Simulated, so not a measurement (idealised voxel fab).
The process module presented herein is designated voxel trench capacitor.
Xsec cut, 230 nm wide, square cell size 5 nm.
Cross-section format: a grid of square cells, given as bands from top to bottom; each band is one or more rows of cells. Top, bottom (nm), then materials left to right with widths (nm); lone material tagged "throughout" fills the whole band edge to edge; "blank" = empty space. Heads up on the height convention: 0 is the point under which the incoming wafer is all one material, and the lowest band has no bottom, it just keeps going down, like "0 nm and below". Per-row width for "30..40": begins at first number (top row of band), ends at second number (bottom row), increment between rows held constant. When a step is marked "changes: none", none of the cells in the cross-section changed during that step. If an empty space has no open way to the top and is at least 8 cells in size, "Unvented voids" lists it, written width x height at distance, where distance is measured from the left edge and every value is in nm. Post-settings text on a step line: simulator's own remark regarding the step. overlay nm: mask offset rightward from planned place, masked step; negative means leftward offset.

[Process steps (planned)]
1 RECEIVE: material Si
2 CONFORMAL_DEP: material SiN, thk nm 5
3 DIRECTIONAL_DEP: material aC, thk nm 15
4 PATTERN: tone open, mask id TRENCH, material resist, width nm 30, pitch nm 55, thk nm 35, overlay nm 0
5 DIRECTIONAL_ETCH: etch materials aC, depth nm 15
6 STRIP: etch materials resist
7 DIRECTIONAL_ETCH: etch materials SiN, depth nm 5
8 DIRECTIONAL_ETCH: etch materials Si, depth nm 35
9 STRIP: etch materials aC
10 CONFORMAL_DEP: material HfO2, thk nm 5
11 CONFORMAL_DEP: material TiN, thk nm 5
12 FILL_DEP: material W, thk nm 5
13 CMP: height nm 5

[First of two wafers, with the run carried out as planned]

[So this is the incoming wafer in cross-section - it's already been through step 1]
0 nm and below: Si throughout
Unvented voids: none

[Sectional view: wafer, after step 2]
5 nm to 0 nm: SiN throughout
Unchanged below 0.

[Sectional view: wafer, after step 3]
20 nm to 5 nm: aC throughout
Unchanged below 5.

[Sectional view: wafer, after step 4]
55 nm to 20 nm: resist 15 nm  blank 30 nm  resist 25 nm  blank 30 nm  resist 25 nm  blank 30 nm  resist 25 nm  blank 30 nm  resist 20 nm
Unchanged below 20.

[Sectional view: wafer, after step 5]
40 nm to 20 nm: resist 15 nm  blank 30 nm  resist 25 nm  blank 30 nm  resist 25 nm  blank 30 nm  resist 25 nm  blank 30 nm  resist 20 nm
20 nm to 5 nm: aC 15 nm  blank 30 nm  aC 25 nm  blank 30 nm  aC 25 nm  blank 30 nm  aC 25 nm  blank 30 nm  aC 20 nm
Unchanged below 5.

[Sectional view: wafer, after step 6]
20 nm to 5 nm: aC 15 nm  blank 30 nm  aC 25 nm  blank 30 nm  aC 25 nm  blank 30 nm  aC 25 nm  blank 30 nm  aC 20 nm
Unchanged below 5.

[Sectional view: wafer, after step 7]
20 nm to 5 nm: aC 15 nm  blank 30 nm  aC 25 nm  blank 30 nm  aC 25 nm  blank 30 nm  aC 25 nm  blank 30 nm  aC 20 nm
5 nm to 0 nm: SiN 15 nm  blank 30 nm  SiN 25 nm  blank 30 nm  SiN 25 nm  blank 30 nm  SiN 25 nm  blank 30 nm  SiN 20 nm
Unchanged below 0.

[Sectional view: wafer, after step 8]
20 nm to 5 nm: aC 15 nm  blank 30 nm  aC 25 nm  blank 30 nm  aC 25 nm  blank 30 nm  aC 25 nm  blank 30 nm  aC 20 nm
5 nm to 0 nm: SiN 15 nm  blank 30 nm  SiN 25 nm  blank 30 nm  SiN 25 nm  blank 30 nm  SiN 25 nm  blank 30 nm  SiN 20 nm
0 nm to -35 nm: Si 15 nm  blank 30 nm  Si 25 nm  blank 30 nm  Si 25 nm  blank 30 nm  Si 25 nm  blank 30 nm  Si 20 nm
Unchanged below -35.

[Sectional view: wafer, after step 9]
5 nm to 0 nm: SiN 15 nm  blank 30 nm  SiN 25 nm  blank 30 nm  SiN 25 nm  blank 30 nm  SiN 25 nm  blank 30 nm  SiN 20 nm
Unchanged below 0.

[Sectional view: wafer, after step 10]
10 nm to 5 nm: HfO2 20 nm  blank 20 nm  HfO2 35 nm  blank 20 nm  HfO2 35 nm  blank 20 nm  HfO2 35 nm  blank 20 nm  HfO2 25 nm
5 nm to 0 nm: SiN 15 nm  HfO2 5 nm  blank 20 nm  HfO2 5 nm  SiN 25 nm  HfO2 5 nm  blank 20 nm  HfO2 5 nm  SiN 25 nm  HfO2 5 nm  blank 20 nm  HfO2 5 nm  SiN 25 nm  HfO2 5 nm  blank 20 nm  HfO2 5 nm  SiN 20 nm
0 nm to -30 nm: Si 15 nm  HfO2 5 nm  blank 20 nm  HfO2 5 nm  Si 25 nm  HfO2 5 nm  blank 20 nm  HfO2 5 nm  Si 25 nm  HfO2 5 nm  blank 20 nm  HfO2 5 nm  Si 25 nm  HfO2 5 nm  blank 20 nm  HfO2 5 nm  Si 20 nm
-30 nm to -35 nm: Si 15 nm  HfO2 30 nm  Si 25 nm  HfO2 30 nm  Si 25 nm  HfO2 30 nm  Si 25 nm  HfO2 30 nm  Si 20 nm
Unchanged below -35.

[Sectional view: wafer, after step 11]
15 nm to 10 nm: TiN 25 nm  blank 10 nm  TiN 45 nm  blank 10 nm  TiN 45 nm  blank 10 nm  TiN 45 nm  blank 10 nm  TiN 30 nm
10 nm to 5 nm: HfO2 20 nm  TiN 5 nm  blank 10 nm  TiN 5 nm  HfO2 35 nm  TiN 5 nm  blank 10 nm  TiN 5 nm  HfO2 35 nm  TiN 5 nm  blank 10 nm  TiN 5 nm  HfO2 35 nm  TiN 5 nm  blank 10 nm  TiN 5 nm  HfO2 25 nm
5 nm to 0 nm: SiN 15 nm  HfO2 5 nm  TiN 5 nm  blank 10 nm  TiN 5 nm  HfO2 5 nm  SiN 25 nm  HfO2 5 nm  TiN 5 nm  blank 10 nm  TiN 5 nm  HfO2 5 nm  SiN 25 nm  HfO2 5 nm  TiN 5 nm  blank 10 nm  TiN 5 nm  HfO2 5 nm  SiN 25 nm  HfO2 5 nm  TiN 5 nm  blank 10 nm  TiN 5 nm  HfO2 5 nm  SiN 20 nm
0 nm to -25 nm: Si 15 nm  HfO2 5 nm  TiN 5 nm  blank 10 nm  TiN 5 nm  HfO2 5 nm  Si 25 nm  HfO2 5 nm  TiN 5 nm  blank 10 nm  TiN 5 nm  HfO2 5 nm  Si 25 nm  HfO2 5 nm  TiN 5 nm  blank 10 nm  TiN 5 nm  HfO2 5 nm  Si 25 nm  HfO2 5 nm  TiN 5 nm  blank 10 nm  TiN 5 nm  HfO2 5 nm  Si 20 nm
-25 nm to -30 nm: Si 15 nm  HfO2 5 nm  TiN 20 nm  HfO2 5 nm  Si 25 nm  HfO2 5 nm  TiN 20 nm  HfO2 5 nm  Si 25 nm  HfO2 5 nm  TiN 20 nm  HfO2 5 nm  Si 25 nm  HfO2 5 nm  TiN 20 nm  HfO2 5 nm  Si 20 nm
Unchanged below -30.

[Sectional view: wafer, after step 12]
20 nm to 15 nm: W throughout
15 nm to 10 nm: TiN 25 nm  W 10 nm  TiN 45 nm  W 10 nm  TiN 45 nm  W 10 nm  TiN 45 nm  W 10 nm  TiN 30 nm
10 nm to 5 nm: HfO2 20 nm  TiN 5 nm  W 10 nm  TiN 5 nm  HfO2 35 nm  TiN 5 nm  W 10 nm  TiN 5 nm  HfO2 35 nm  TiN 5 nm  W 10 nm  TiN 5 nm  HfO2 35 nm  TiN 5 nm  W 10 nm  TiN 5 nm  HfO2 25 nm
5 nm to 0 nm: SiN 15 nm  HfO2 5 nm  TiN 5 nm  W 10 nm  TiN 5 nm  HfO2 5 nm  SiN 25 nm  HfO2 5 nm  TiN 5 nm  W 10 nm  TiN 5 nm  HfO2 5 nm  SiN 25 nm  HfO2 5 nm  TiN 5 nm  W 10 nm  TiN 5 nm  HfO2 5 nm  SiN 25 nm  HfO2 5 nm  TiN 5 nm  W 10 nm  TiN 5 nm  HfO2 5 nm  SiN 20 nm
0 nm to -25 nm: Si 15 nm  HfO2 5 nm  TiN 5 nm  W 10 nm  TiN 5 nm  HfO2 5 nm  Si 25 nm  HfO2 5 nm  TiN 5 nm  W 10 nm  TiN 5 nm  HfO2 5 nm  Si 25 nm  HfO2 5 nm  TiN 5 nm  W 10 nm  TiN 5 nm  HfO2 5 nm  Si 25 nm  HfO2 5 nm  TiN 5 nm  W 10 nm  TiN 5 nm  HfO2 5 nm  Si 20 nm
Unchanged below -25.

[Sectional view: wafer, after step 13]
5 nm to 0 nm: SiN 15 nm  HfO2 5 nm  TiN 5 nm  W 10 nm  TiN 5 nm  HfO2 5 nm  SiN 25 nm  HfO2 5 nm  TiN 5 nm  W 10 nm  TiN 5 nm  HfO2 5 nm  SiN 25 nm  HfO2 5 nm  TiN 5 nm  W 10 nm  TiN 5 nm  HfO2 5 nm  SiN 25 nm  HfO2 5 nm  TiN 5 nm  W 10 nm  TiN 5 nm  HfO2 5 nm  SiN 20 nm
Unchanged below 0.

[The remaining wafer, second of the two, started like the first and was run to the same plan, except that one mistake was made along the way; the two coincide through step 9, inclusive]

[What the second wafer looks like in cross-section when step 10 should have wrapped up]
20 nm to 5 nm: HfO2 throughout
5 nm to 0 nm: SiN 15 nm  HfO2 30 nm  SiN 25 nm  HfO2 30 nm  SiN 25 nm  HfO2 30 nm  SiN 25 nm  HfO2 30 nm  SiN 20 nm
0 nm to -35 nm: Si 15 nm  HfO2 30 nm  Si 25 nm  HfO2 30 nm  Si 25 nm  HfO2 30 nm  Si 25 nm  HfO2 30 nm  Si 20 nm
Unchanged below -35.

[What the second wafer looks like in cross-section when step 11 should have wrapped up]
25 nm to 20 nm: TiN throughout
Unchanged below 20.

[What the second wafer looks like in cross-section when step 12 should have wrapped up]
30 nm to 25 nm: W throughout
Unchanged below 25.

[What the second wafer looks like in cross-section when step 13 should have wrapped up]
5 nm to 0 nm: SiN 15 nm  HfO2 30 nm  SiN 25 nm  HfO2 30 nm  SiN 25 nm  HfO2 30 nm  SiN 25 nm  HfO2 30 nm  SiN 20 nm
Unchanged below 0.
Here's what went sideways: step 10, actual vs plan mismatch, actual run CONFORMAL_DEP: material HfO2, thk nm 15
Upon completion, the second wafer contains, in terms of cells, a greater or smaller amount of certain materials than the first wafer: 112 more of HfO2; 64 fewer of TiN; 48 fewer of W
